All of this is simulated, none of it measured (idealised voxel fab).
The following is a process module called voxel tone inversion.
Section shown: cut. Width: 175 nm. Cell size: 5 nm, square.
Bands, listed from the top down, are how a cross-section gets written in this document; the cross-section itself is a grid of square cells, and a band is one or more rows of them. Each band's line starts with the height of the band's top and of its bottom, in nm. Then come its materials from left to right, each with its width in nm. One material with "all across" fills the band from edge to edge. "air" is empty space. All heights in this document are referenced to 0, defined as the level beneath which the wafer, as received, consists entirely of one material. The lowest band is not bounded below; it extends indefinitely downward and is written in the form "0 and below". Note: "30 to 40" means the width goes from the first number (top row of the band) to the second number (bottom row) in equal steps per row of cells. "no alteration" for a step: no cell of the cross-section changed in that step. "Closed voids list" - sealed voids, min. 8 cells, no opening to top; format: width x height at distance (distance from left edge; nm throughout). Whatever follows a step's settings on its line is a remark the simulator itself makes about that step. What "overlay nm" on a step's line means: if the step has a mask, that mask lay this far to the right of its planned place, or, when the value is negative, to the left.

Steps in the process plan
| 1 | RECEIVE, material Si |
| 2 | CONFORMAL_DEP, material SiN, thk nm 5 |
| 3 | DIRECTIONAL_DEP, material aC, thk nm 20 |
| 4 | PATTERN, tone cover, mask id POSTS, material resist, width nm 25, pitch nm 40, thk nm 25, overlay nm 0 |
| 5 | DIRECTIONAL_ETCH, etch materials aC, depth nm 20 |
| 6 | STRIP, etch materials resist |
| 7 | FILL_DEP, material SiO2, thk nm 10 |
| 8 | CMP, height nm 25 |
| 9 | STRIP, etch materials aC |
| 10 | CONFORMAL_DEP, material TiN, thk nm 5 |
| 11 | FILL_DEP, material Cu, thk nm 5 |
| 12 | CMP, height nm 25 |
| 13 | CONFORMAL_DEP, material SiN, thk nm 5 |

first wafer, as planned

Wafer cross-section on receipt, i.e. after step 1
0 and below  Si all across
Closed voids list: none

Cross-section: wafer state after step 2
5 down to 0  SiN all across
Beneath the level 0, the cross-section is identical to its previous state.

Cross-section: wafer state after step 3
25 down to 5  aC all across
Beneath the level 5, the cross-section is identical to its previous state.

Cross-section: wafer state after step 4
50 down to 25  15 air, then 25 resist, then 15 air, then 25 resist, then 15 air, then 25 resist, then 15 air, then 25 resist, then 15 air
Beneath the level 25, the cross-section is identical to its previous state.

Cross-section: wafer state after step 5
30 down to 25  15 air, then 25 resist, then 15 air, then 25 resist, then 15 air, then 25 resist, then 15 air, then 25 resist, then 15 air
25 down to 5  15 air, then 25 aC, then 15 air, then 25 aC, then 15 air, then 25 aC, then 15 air, then 25 aC, then 15 air
Beneath the level 5, the cross-section is identical to its previous state.

Cross-section: wafer state after step 6
25 down to 5  15 air, then 25 aC, then 15 air, then 25 aC, then 15 air, then 25 aC, then 15 air, then 25 aC, then 15 air
Beneath the level 5, the cross-section is identical to its previous state.

Cross-section: wafer state after step 7
35 down to 25  SiO2 all across
25 down to 5  15 SiO2, then 25 aC, then 15 SiO2, then 25 aC, then 15 SiO2, then 25 aC, then 15 SiO2, then 25 aC, then 15 SiO2
Beneath the level 5, the cross-section is identical to its previous state.

Cross-section: wafer state after step 8
25 down to 5  15 SiO2, then 25 aC, then 15 SiO2, then 25 aC, then 15 SiO2, then 25 aC, then 15 SiO2, then 25 aC, then 15 SiO2
Beneath the level 5, the cross-section is identical to its previous state.

Cross-section: wafer state after step 9
25 down to 5  15 SiO2, then 25 air, then 15 SiO2, then 25 air, then 15 SiO2, then 25 air, then 15 SiO2, then 25 air, then 15 SiO2
Beneath the level 5, the cross-section is identical to its previous state.

Cross-section: wafer state after step 10
30 down to 25  20 TiN, then 15 air, then 25 TiN, then 15 air, then 25 TiN, then 15 air, then 25 TiN, then 15 air, then 20 TiN
25 down to 10  15 SiO2, then 5 TiN, then 15 air, then 5 TiN, then 15 SiO2, then 5 TiN, then 15 air, then 5 TiN, then 15 SiO2, then 5 TiN, then 15 air, then 5 TiN, then 15 SiO2, then 5 TiN, then 15 air, then 5 TiN, then 15 SiO2
10 down to 5  15 SiO2, then 25 TiN, then 15 SiO2, then 25 TiN, then 15 SiO2, then 25 TiN, then 15 SiO2, then 25 TiN, then 15 SiO2
Beneath the level 5, the cross-section is identical to its previous state.

Cross-section: wafer state after step 11
35 down to 30  Cu all across
30 down to 25  20 TiN, then 15 Cu, then 25 TiN, then 15 Cu, then 25 TiN, then 15 Cu, then 25 TiN, then 15 Cu, then 20 TiN
25 down to 10  15 SiO2, then 5 TiN, then 15 Cu, then 5 TiN, then 15 SiO2, then 5 TiN, then 15 Cu, then 5 TiN, then 15 SiO2, then 5 TiN, then 15 Cu, then 5 TiN, then 15 SiO2, then 5 TiN, then 15 Cu, then 5 TiN, then 15 SiO2
Beneath the level 10, the cross-section is identical to its previous state.

Cross-section: wafer state after step 12
25 down to 10  15 SiO2, then 5 TiN, then 15 Cu, then 5 TiN, then 15 SiO2, then 5 TiN, then 15 Cu, then 5 TiN, then 15 SiO2, then 5 TiN, then 15 Cu, then 5 TiN, then 15 SiO2, then 5 TiN, then 15 Cu, then 5 TiN, then 15 SiO2
Beneath the level 10, the cross-section is identical to its previous state.

Cross-section: wafer state after step 13
30 down to 25  SiN all across
Beneath the level 25, the cross-section is identical to its previous state.

The second wafer began exactly as the first did and followed the same plan, but one mistake was made while running it; through step 1 inclusive, the two wafers are identical

Second wafer shown in cross-section at the time step 2 was slated to end: no alteration

Second wafer shown in cross-section at the time step 3 was slated to end
20 down to 0  aC all across
Beneath the level 0, the cross-section is identical to its previous state.

Second wafer shown in cross-section at the time step 4 was slated to end
45 down to 20  15 air, then 25 resist, then 15 air, then 25 resist, then 15 air, then 25 resist, then 15 air, then 25 resist, then 15 air
Beneath the level 20, the cross-section is identical to its previous state.

Second wafer shown in cross-section at the time step 5 was slated to end
25 down to 20  15 air, then 25 resist, then 15 air, then 25 resist, then 15 air, then 25 resist, then 15 air, then 25 resist, then 15 air
20 down to 0  15 air, then 25 aC, then 15 air, then 25 aC, then 15 air, then 25 aC, then 15 air, then 25 aC, then 15 air
Beneath the level 0, the cross-section is identical to its previous state.

Second wafer shown in cross-section at the time step 6 was slated to end
20 down to 0  15 air, then 25 aC, then 15 air, then 25 aC, then 15 air, then 25 aC, then 15 air, then 25 aC, then 15 air
Beneath the level 0, the cross-section is identical to its previous state.

Second wafer shown in cross-section at the time step 7 was slated to end
30 down to 20  SiO2 all across
20 down to 0  15 SiO2, then 25 aC, then 15 SiO2, then 25 aC, then 15 SiO2, then 25 aC, then 15 SiO2, then 25 aC, then 15 SiO2
Beneath the level 0, the cross-section is identical to its previous state.

Second wafer shown in cross-section at the time step 8 was slated to end
25 down to 20  SiO2 all across
Beneath the level 20, the cross-section is identical to its previous state.

Second wafer shown in cross-section at the time step 9 was slated to end: no alteration

Second wafer shown in cross-section at the time step 10 was slated to end
30 down to 25  TiN all across
Beneath the level 25, the cross-section is identical to its previous state.

Second wafer shown in cross-section at the time step 11 was slated to end
35 down to 30  Cu all across
Beneath the level 30, the cross-section is identical to its previous state.

Second wafer shown in cross-section at the time step 12 was slated to end
25 down to 20  SiO2 all across
Beneath the level 20, the cross-section is identical to its previous state.

Second wafer shown in cross-section at the time step 13 was slated to end
30 down to 25  SiN all across
Beneath the level 25, the cross-section is identical to its previous state.
Want to know what went wrong? execution of step 2 of the plan did not take place, the step having been omitted
Bottom line after processing is that, in cells, the second wafer is up or down on some materials versus the first: -36 Cu; -35 SiN; +35 SiO2; -44 TiN; +80 aC
